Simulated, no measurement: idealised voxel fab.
Process module name: voxel gate over fins
The figure presents cross-section cut, which has a width of 200 nm and is divided into square cells with an edge length of 5 nm.
A cross-section is a grid of square cells, given in bands from the top down. A band is one or more rows of cells.
Within each band entry, the heights of the top and of the bottom of the band appear first, in that order and in nm; the materials of the band then follow from left to right, each with its corresponding width in nm. The designation "full width" on a single material indicates that it fills the band from edge to edge; the designation "air" indicates empty space.
Note: height 0 marks the level under which the wafer is uniformly one material as received. Lowest band unbounded below, written "0 nm and below".
Width "30->40": first value at the band's top row of cells, second value at its bottom row, equal change from row to row.
"remained the same" (step): cross-section cells unchanged, all of them.
Look at "Enclosed cavities" for the closed voids: empty spaces with no open path to the top, sized 8 cells or up. Each is width x height at distance, distance from the left edge, all nm.
Past the settings on a step's line: simulator remark, on that step.
overlay nm, on a step with a mask: how far to the right of its planned place the mask lay; to the left if negative

**So here's the lineup of process steps we planned**
| 1 | RECEIVE [material Si] |
| 2 | CONFORMAL_DEP [material SiN] [thk nm 10] |
| 3 | DIRECTIONAL_DEP [material aC] [thk nm 15] |
| 4 | PATTERN [tone cover] [mask id FINS] [material resist] [width nm 15] [pitch nm 40] [thk nm 35] [overlay nm 0] |
| 5 | DIRECTIONAL_ETCH [etch materials aC] [depth nm 15] |
| 6 | STRIP [etch materials resist] |
| 7 | DIRECTIONAL_ETCH [etch materials SiN] [depth nm 10] |
| 8 | DIRECTIONAL_ETCH [etch materials Si] [depth nm 35] |
| 9 | STRIP [etch materials aC] |
| 10 | OXIDIZE [depth nm 5] |
| 11 | FILL_DEP [material SiO2] [thk nm 15] |
| 12 | CMP [height nm 10] |
| 13 | SELECTIVE_ETCH [etch materials SiO2] [depth nm 25] |
| 14 | STRIP [etch materials SiN] |
| 15 | CONFORMAL_DEP [material HfO2] [thk nm 5] |
| 16 | CONFORMAL_DEP [material TiN] [thk nm 5] |
| 17 | CONFORMAL_DEP [material TiAl] [thk nm 5] |
| 18 | CONFORMAL_DEP [material TiN] [thk nm 5] |
| 19 | FILL_DEP [material W] [thk nm 10] |
| 20 | CMP [height nm 25] |
| 21 | CONFORMAL_DEP [material SiCN] [thk nm 5] |

**The following pertains to the first of two wafers, which was processed as planned**

**Wafer cross-section on receipt, i.e. after step 1**
* 0 nm and below  Si full width
* Enclosed cavities: none

**Wafer section view after processing step 2**
* 10 nm to 0 nm  SiN full width
* Anything lower than 0 is untouched.

**Wafer section view after processing step 3**
* 25 nm to 10 nm  aC full width
* Anything lower than 10 is untouched.

**Wafer section view after processing step 4**
* 60 nm to 25 nm  air 50 nm  resist 15 nm  air 25 nm  resist 15 nm  air 25 nm  resist 15 nm  air 55 nm
* Anything lower than 25 is untouched.

**Wafer section view after processing step 5**
* 45 nm to 25 nm  air 50 nm  resist 15 nm  air 25 nm  resist 15 nm  air 25 nm  resist 15 nm  air 55 nm
* 25 nm to 10 nm  air 50 nm  aC 15 nm  air 25 nm  aC 15 nm  air 25 nm  aC 15 nm  air 55 nm
* Anything lower than 10 is untouched.

**Wafer section view after processing step 6**
* 25 nm to 10 nm  air 50 nm  aC 15 nm  air 25 nm  aC 15 nm  air 25 nm  aC 15 nm  air 55 nm
* Anything lower than 10 is untouched.

**Wafer section view after processing step 7**
* 25 nm to 10 nm  air 50 nm  aC 15 nm  air 25 nm  aC 15 nm  air 25 nm  aC 15 nm  air 55 nm
* 10 nm to 0 nm  air 50 nm  SiN 15 nm  air 25 nm  SiN 15 nm  air 25 nm  SiN 15 nm  air 55 nm
* Anything lower than 0 is untouched.

**Wafer section view after processing step 8**
* 25 nm to 10 nm  air 50 nm  aC 15 nm  air 25 nm  aC 15 nm  air 25 nm  aC 15 nm  air 55 nm
* 10 nm to 0 nm  air 50 nm  SiN 15 nm  air 25 nm  SiN 15 nm  air 25 nm  SiN 15 nm  air 55 nm
* 0 nm to -35 nm  air 50 nm  Si 15 nm  air 25 nm  Si 15 nm  air 25 nm  Si 15 nm  air 55 nm
* Anything lower than -35 is untouched.

**Wafer section view after processing step 9**
* 10 nm to 0 nm  air 50 nm  SiN 15 nm  air 25 nm  SiN 15 nm  air 25 nm  SiN 15 nm  air 55 nm
* Anything lower than 0 is untouched.

**Wafer section view after processing step 10**
* 10 nm to 0 nm  air 50 nm  SiN 15 nm  air 25 nm  SiN 15 nm  air 25 nm  SiN 15 nm  air 55 nm
* 0 nm to -35 nm  air 50 nm  SiO2 5 nm  Si 5 nm  SiO2 5 nm  air 25 nm  SiO2 5 nm  Si 5 nm  SiO2 5 nm  air 25 nm  SiO2 5 nm  Si 5 nm  SiO2 5 nm  air 55 nm
* -35 nm to -40 nm  SiO2 55 nm  Si 5 nm  SiO2 35 nm  Si 5 nm  SiO2 35 nm  Si 5 nm  SiO2 60 nm
* Anything lower than -40 is untouched.

**Wafer section view after processing step 11**
* 25 nm to 10 nm  SiO2 full width
* 10 nm to 0 nm  SiO2 50 nm  SiN 15 nm  SiO2 25 nm  SiN 15 nm  SiO2 25 nm  SiN 15 nm  SiO2 55 nm
* 0 nm to -40 nm  SiO2 55 nm  Si 5 nm  SiO2 35 nm  Si 5 nm  SiO2 35 nm  Si 5 nm  SiO2 60 nm
* Anything lower than -40 is untouched.

**Wafer section view after processing step 12**
* 10 nm to 0 nm  SiO2 50 nm  SiN 15 nm  SiO2 25 nm  SiN 15 nm  SiO2 25 nm  SiN 15 nm  SiO2 55 nm
* Anything lower than 0 is untouched.

**Wafer section view after processing step 13**
* 10 nm to 0 nm  air 50 nm  SiN 15 nm  air 25 nm  SiN 15 nm  air 25 nm  SiN 15 nm  air 55 nm
* 0 nm to -15 nm  air 55 nm  Si 5 nm  air 35 nm  Si 5 nm  air 35 nm  Si 5 nm  air 60 nm
* Anything lower than -15 is untouched.

**Wafer section view after processing step 14**
* 0 nm to -15 nm  air 55 nm  Si 5 nm  air 35 nm  Si 5 nm  air 35 nm  Si 5 nm  air 60 nm
* Anything lower than -15 is untouched.

**Wafer section view after processing step 15**
* 5 nm to 0 nm  air 50 nm  HfO2 15 nm  air 25 nm  HfO2 15 nm  air 25 nm  HfO2 15 nm  air 55 nm
* 0 nm to -10 nm  air 50 nm  HfO2 5 nm  Si 5 nm  HfO2 5 nm  air 25 nm  HfO2 5 nm  Si 5 nm  HfO2 5 nm  air 25 nm  HfO2 5 nm  Si 5 nm  HfO2 5 nm  air 55 nm
* -10 nm to -15 nm  HfO2 55 nm  Si 5 nm  HfO2 35 nm  Si 5 nm  HfO2 35 nm  Si 5 nm  HfO2 60 nm
* Anything lower than -15 is untouched.

**Wafer section view after processing step 16**
* 10 nm to 5 nm  air 45 nm  TiN 25 nm  air 15 nm  TiN 25 nm  air 15 nm  TiN 25 nm  air 50 nm
* 5 nm to 0 nm  air 45 nm  TiN 5 nm  HfO2 15 nm  TiN 5 nm  air 15 nm  TiN 5 nm  HfO2 15 nm  TiN 5 nm  air 15 nm  TiN 5 nm  HfO2 15 nm  TiN 5 nm  air 50 nm
* 0 nm to -5 nm  air 45 nm  TiN 5 nm  HfO2 5 nm  Si 5 nm  HfO2 5 nm  TiN 5 nm  air 15 nm  TiN 5 nm  HfO2 5 nm  Si 5 nm  HfO2 5 nm  TiN 5 nm  air 15 nm  TiN 5 nm  HfO2 5 nm  Si 5 nm  HfO2 5 nm  TiN 5 nm  air 50 nm
* -5 nm to -10 nm  TiN 50 nm  HfO2 5 nm  Si 5 nm  HfO2 5 nm  TiN 25 nm  HfO2 5 nm  Si 5 nm  HfO2 5 nm  TiN 25 nm  HfO2 5 nm  Si 5 nm  HfO2 5 nm  TiN 55 nm
* Anything lower than -10 is untouched.

**Wafer section view after processing step 17**
* 15 nm to 10 nm  air 40 nm  TiAl 35 nm  air 5 nm  TiAl 35 nm  air 5 nm  TiAl 35 nm  air 45 nm
* 10 nm to 5 nm  air 40 nm  TiAl 5 nm  TiN 25 nm  TiAl 5 nm  air 5 nm  TiAl 5 nm  TiN 25 nm  TiAl 5 nm  air 5 nm  TiAl 5 nm  TiN 25 nm  TiAl 5 nm  air 45 nm
* 5 nm to 0 nm  air 40 nm  TiAl 5 nm  TiN 5 nm  HfO2 15 nm  TiN 5 nm  TiAl 5 nm  air 5 nm  TiAl 5 nm  TiN 5 nm  HfO2 15 nm  TiN 5 nm  TiAl 5 nm  air 5 nm  TiAl 5 nm  TiN 5 nm  HfO2 15 nm  TiN 5 nm  TiAl 5 nm  air 45 nm
* 0 nm to -5 nm  TiAl 45 nm  TiN 5 nm  HfO2 5 nm  Si 5 nm  HfO2 5 nm  TiN 5 nm  TiAl 15 nm  TiN 5 nm  HfO2 5 nm  Si 5 nm  HfO2 5 nm  TiN 5 nm  TiAl 15 nm  TiN 5 nm  HfO2 5 nm  Si 5 nm  HfO2 5 nm  TiN 5 nm  TiAl 50 nm
* Anything lower than -5 is untouched.

**Wafer section view after processing step 18**
* 20 nm to 15 nm  air 35 nm  TiN 125 nm  air 40 nm
* 15 nm to 10 nm  air 35 nm  TiN 5 nm  TiAl 35 nm  TiN 5 nm  TiAl 35 nm  TiN 5 nm  TiAl 35 nm  TiN 5 nm  air 40 nm
* 10 nm to 5 nm  air 35 nm  TiN 5 nm  TiAl 5 nm  TiN 25 nm  TiAl 5 nm  TiN 5 nm  TiAl 5 nm  TiN 25 nm  TiAl 5 nm  TiN 5 nm  TiAl 5 nm  TiN 25 nm  TiAl 5 nm  TiN 5 nm  air 40 nm
* 5 nm to 0 nm  TiN 40 nm  TiAl 5 nm  TiN 5 nm  HfO2 15 nm  TiN 5 nm  TiAl 5 nm  TiN 5 nm  TiAl 5 nm  TiN 5 nm  HfO2 15 nm  TiN 5 nm  TiAl 5 nm  TiN 5 nm  TiAl 5 nm  TiN 5 nm  HfO2 15 nm  TiN 5 nm  TiAl 5 nm  TiN 45 nm
* Anything lower than 0 is untouched.

**Wafer section view after processing step 19**
* 30 nm to 20 nm  W full width
* 20 nm to 15 nm  W 35 nm  TiN 125 nm  W 40 nm
* 15 nm to 10 nm  W 35 nm  TiN 5 nm  TiAl 35 nm  TiN 5 nm  TiAl 35 nm  TiN 5 nm  TiAl 35 nm  TiN 5 nm  W 40 nm
* 10 nm to 5 nm  W 35 nm  TiN 5 nm  TiAl 5 nm  TiN 25 nm  TiAl 5 nm  TiN 5 nm  TiAl 5 nm  TiN 25 nm  TiAl 5 nm  TiN 5 nm  TiAl 5 nm  TiN 25 nm  TiAl 5 nm  TiN 5 nm  W 40 nm
* Anything lower than 5 is untouched.

**Wafer section view after processing step 20**
* 25 nm to 20 nm  W full width
* Anything lower than 20 is untouched.

**Wafer section view after processing step 21**
* 30 nm to 25 nm  SiCN full width
* Anything lower than 25 is untouched.

**Wafer two of the pair: same origin, same plan, one error during the run; identical to wafer one up to and including step 3**

**Second wafer: cross-section at the scheduled end of step 4**
* 60 nm to 25 nm  air 50 nm  resist 20 nm  air 20 nm  resist 20 nm  air 20 nm  resist 20 nm  air 50 nm
* Anything lower than 25 is untouched.

**Second wafer: cross-section at the scheduled end of step 5**
* 45 nm to 25 nm  air 50 nm  resist 20 nm  air 20 nm  resist 20 nm  air 20 nm  resist 20 nm  air 50 nm
* 25 nm to 10 nm  air 50 nm  aC 20 nm  air 20 nm  aC 20 nm  air 20 nm  aC 20 nm  air 50 nm
* Anything lower than 10 is untouched.

**Second wafer: cross-section at the scheduled end of step 6**
* 25 nm to 10 nm  air 50 nm  aC 20 nm  air 20 nm  aC 20 nm  air 20 nm  aC 20 nm  air 50 nm
* Anything lower than 10 is untouched.

**Second wafer: cross-section at the scheduled end of step 7**
* 25 nm to 10 nm  air 50 nm  aC 20 nm  air 20 nm  aC 20 nm  air 20 nm  aC 20 nm  air 50 nm
* 10 nm to 0 nm  air 50 nm  SiN 20 nm  air 20 nm  SiN 20 nm  air 20 nm  SiN 20 nm  air 50 nm
* Anything lower than 0 is untouched.

**Second wafer: cross-section at the scheduled end of step 8**
* 25 nm to 10 nm  air 50 nm  aC 20 nm  air 20 nm  aC 20 nm  air 20 nm  aC 20 nm  air 50 nm
* 10 nm to 0 nm  air 50 nm  SiN 20 nm  air 20 nm  SiN 20 nm  air 20 nm  SiN 20 nm  air 50 nm
* 0 nm to -35 nm  air 50 nm  Si 20 nm  air 20 nm  Si 20 nm  air 20 nm  Si 20 nm  air 50 nm
* Anything lower than -35 is untouched.

**Second wafer: cross-section at the scheduled end of step 9**
* 10 nm to 0 nm  air 50 nm  SiN 20 nm  air 20 nm  SiN 20 nm  air 20 nm  SiN 20 nm  air 50 nm
* Anything lower than 0 is untouched.

**Second wafer: cross-section at the scheduled end of step 10**
* 10 nm to 0 nm  air 50 nm  SiN 20 nm  air 20 nm  SiN 20 nm  air 20 nm  SiN 20 nm  air 50 nm
* 0 nm to -35 nm  air 50 nm  SiO2 5 nm  Si 10 nm  SiO2 5 nm  air 20 nm  SiO2 5 nm  Si 10 nm  SiO2 5 nm  air 20 nm  SiO2 5 nm  Si 10 nm  SiO2 5 nm  air 50 nm
* -35 nm to -40 nm  SiO2 55 nm  Si 10 nm  SiO2 30 nm  Si 10 nm  SiO2 30 nm  Si 10 nm  SiO2 55 nm
* Anything lower than -40 is untouched.

**Second wafer: cross-section at the scheduled end of step 11**
* 25 nm to 10 nm  SiO2 full width
* 10 nm to 0 nm  SiO2 50 nm  SiN 20 nm  SiO2 20 nm  SiN 20 nm  SiO2 20 nm  SiN 20 nm  SiO2 50 nm
* 0 nm to -40 nm  SiO2 55 nm  Si 10 nm  SiO2 30 nm  Si 10 nm  SiO2 30 nm  Si 10 nm  SiO2 55 nm
* Anything lower than -40 is untouched.

**Second wafer: cross-section at the scheduled end of step 12**
* 10 nm to 0 nm  SiO2 50 nm  SiN 20 nm  SiO2 20 nm  SiN 20 nm  SiO2 20 nm  SiN 20 nm  SiO2 50 nm
* Anything lower than 0 is untouched.

**Second wafer: cross-section at the scheduled end of step 13**
* 10 nm to 0 nm  air 50 nm  SiN 20 nm  air 20 nm  SiN 20 nm  air 20 nm  SiN 20 nm  air 50 nm
* 0 nm to -15 nm  air 55 nm  Si 10 nm  air 30 nm  Si 10 nm  air 30 nm  Si 10 nm  air 55 nm
* Anything lower than -15 is untouched.

**Second wafer: cross-section at the scheduled end of step 14**
* 0 nm to -15 nm  air 55 nm  Si 10 nm  air 30 nm  Si 10 nm  air 30 nm  Si 10 nm  air 55 nm
* Anything lower than -15 is untouched.

**Second wafer: cross-section at the scheduled end of step 15**
* 5 nm to 0 nm  air 50 nm  HfO2 20 nm  air 20 nm  HfO2 20 nm  air 20 nm  HfO2 20 nm  air 50 nm
* 0 nm to -10 nm  air 50 nm  HfO2 5 nm  Si 10 nm  HfO2 5 nm  air 20 nm  HfO2 5 nm  Si 10 nm  HfO2 5 nm  air 20 nm  HfO2 5 nm  Si 10 nm  HfO2 5 nm  air 50 nm
* -10 nm to -15 nm  HfO2 55 nm  Si 10 nm  HfO2 30 nm  Si 10 nm  HfO2 30 nm  Si 10 nm  HfO2 55 nm
* Anything lower than -15 is untouched.

**Second wafer: cross-section at the scheduled end of step 16**
* 10 nm to 5 nm  air 45 nm  TiN 30 nm  air 10 nm  TiN 30 nm  air 10 nm  TiN 30 nm  air 45 nm
* 5 nm to 0 nm  air 45 nm  TiN 5 nm  HfO2 20 nm  TiN 5 nm  air 10 nm  TiN 5 nm  HfO2 20 nm  TiN 5 nm  air 10 nm  TiN 5 nm  HfO2 20 nm  TiN 5 nm  air 45 nm
* 0 nm to -5 nm  air 45 nm  TiN 5 nm  HfO2 5 nm  Si 10 nm  HfO2 5 nm  TiN 5 nm  air 10 nm  TiN 5 nm  HfO2 5 nm  Si 10 nm  HfO2 5 nm  TiN 5 nm  air 10 nm  TiN 5 nm  HfO2 5 nm  Si 10 nm  HfO2 5 nm  TiN 5 nm  air 45 nm
* -5 nm to -10 nm  TiN 50 nm  HfO2 5 nm  Si 10 nm  HfO2 5 nm  TiN 20 nm  HfO2 5 nm  Si 10 nm  HfO2 5 nm  TiN 20 nm  HfO2 5 nm  Si 10 nm  HfO2 5 nm  TiN 50 nm
* Anything lower than -10 is untouched.

**Second wafer: cross-section at the scheduled end of step 17**
* 15 nm to 10 nm  air 40 nm  TiAl 120 nm  air 40 nm
* 10 nm to 5 nm  air 40 nm  TiAl 5 nm  TiN 30 nm  TiAl 10 nm  TiN 30 nm  TiAl 10 nm  TiN 30 nm  TiAl 5 nm  air 40 nm
* 5 nm to 0 nm  air 40 nm  TiAl 5 nm  TiN 5 nm  HfO2 20 nm  TiN 5 nm  TiAl 10 nm  TiN 5 nm  HfO2 20 nm  TiN 5 nm  TiAl 10 nm  TiN 5 nm  HfO2 20 nm  TiN 5 nm  TiAl 5 nm  air 40 nm
* 0 nm to -5 nm  TiAl 45 nm  TiN 5 nm  HfO2 5 nm  Si 10 nm  HfO2 5 nm  TiN 5 nm  TiAl 10 nm  TiN 5 nm  HfO2 5 nm  Si 10 nm  HfO2 5 nm  TiN 5 nm  TiAl 10 nm  TiN 5 nm  HfO2 5 nm  Si 10 nm  HfO2 5 nm  TiN 5 nm  TiAl 45 nm
* Anything lower than -5 is untouched.

**Second wafer: cross-section at the scheduled end of step 18**
* 20 nm to 15 nm  air 35 nm  TiN 130 nm  air 35 nm
* 15 nm to 10 nm  air 35 nm  TiN 5 nm  TiAl 120 nm  TiN 5 nm  air 35 nm
* 10 nm to 5 nm  air 35 nm  TiN 5 nm  TiAl 5 nm  TiN 30 nm  TiAl 10 nm  TiN 30 nm  TiAl 10 nm  TiN 30 nm  TiAl 5 nm  TiN 5 nm  air 35 nm
* 5 nm to 0 nm  TiN 40 nm  TiAl 5 nm  TiN 5 nm  HfO2 20 nm  TiN 5 nm  TiAl 10 nm  TiN 5 nm  HfO2 20 nm  TiN 5 nm  TiAl 10 nm  TiN 5 nm  HfO2 20 nm  TiN 5 nm  TiAl 5 nm  TiN 40 nm
* Anything lower than 0 is untouched.

**Second wafer: cross-section at the scheduled end of step 19**
* 30 nm to 20 nm  W full width
* 20 nm to 15 nm  W 35 nm  TiN 130 nm  W 35 nm
* 15 nm to 10 nm  W 35 nm  TiN 5 nm  TiAl 120 nm  TiN 5 nm  W 35 nm
* 10 nm to 5 nm  W 35 nm  TiN 5 nm  TiAl 5 nm  TiN 30 nm  TiAl 10 nm  TiN 30 nm  TiAl 10 nm  TiN 30 nm  TiAl 5 nm  TiN 5 nm  W 35 nm
* Anything lower than 5 is untouched.

**Second wafer: cross-section at the scheduled end of step 20**
* 25 nm to 20 nm  W full width
* Anything lower than 20 is untouched.

**Second wafer: cross-section at the scheduled end of step 21**
* 30 nm to 25 nm  SiCN full width
* Anything lower than 25 is untouched.
Short version of what went wrong: step 4 ran differently from the plan; actual operation with settings: PATTERN [tone cover] [mask id FINS] [material resist] [width nm 20] [pitch nm 40] [thk nm 35] [overlay nm 0]
Materials where the second wafer ends with more or fewer cells than the first: +24 Si; -15 SiO2; -6 TiN; -3 W
